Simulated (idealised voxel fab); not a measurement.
process module | voxel spacer lines
cross-section cut | 295 nm wide | cells 5 nm
A cross-section is a grid of square cells, given in bands from the top down. A band is one or more rows of cells.
Each band's line starts with the height of the band's top and of its bottom, in nm. Then come its materials from left to right, each with its width in nm. One material with "throughout" fills the band from edge to edge. "air" is empty space.
Height 0 is the level under which the wafer as received is all one material. The lowest band goes on downwards, as in "0 down".
A width such as "30 to 40" changes by the same amount from each row of cells to the next, from the band's top row to its bottom row.
"no change" after a step means that no cell of the cross-section changed.
closed voids: empty space of 8 cells or more with no open way to the top, each as width x height at its distance from the left edge, in nm
after a step's settings: what the simulator itself notes on the step
overlay nm, on a step with a mask: how far to the right of its planned place the mask lay; to the left if negative
plan
1 op RECEIVE | material Si
2 op CONFORMAL_DEP | material Al2O3 | thk nm 5
3 op DIRECTIONAL_DEP | material polySi | thk nm 10
4 op DIRECTIONAL_DEP | material aC | thk nm 25
5 op PATTERN | tone cover | mask id MANDREL | material resist | width nm 20 | pitch nm 60 | thk nm 35 | overlay nm 0
6 op DIRECTIONAL_ETCH | etch materials aC | depth nm 25
7 op STRIP | etch materials resist
8 op CONFORMAL_DEP | material SiO2 | thk nm 10
9 op DIRECTIONAL_ETCH | etch materials SiO2 | depth nm 10
10 op STRIP | etch materials aC
11 op DIRECTIONAL_ETCH | etch materials polySi | depth nm 10
12 op STRIP | etch materials SiO2
13 op FILL_DEP | material lowk | thk nm 5
14 op CMP | height nm 15
as received, after step 1
  0 down: Si throughout
  closed voids: none
a wafer at the end: this start, this plan, one mistake
  15 to 5: lowk 70 | polySi 10 | lowk 15 | polySi 10 | lowk 25 | polySi 10 | lowk 15 | polySi 10 | lowk 25 | polySi 10 | lowk 15 | polySi 10 | lowk 70
  5 to 0: Al2O3 throughout
  0 down: Si throughout
  closed voids: none
what went wrong: step 5 ran as: op PATTERN | tone cover | mask id MANDREL | material resist | width nm 15 | pitch nm 60 | thk nm 35 | overlay nm 0
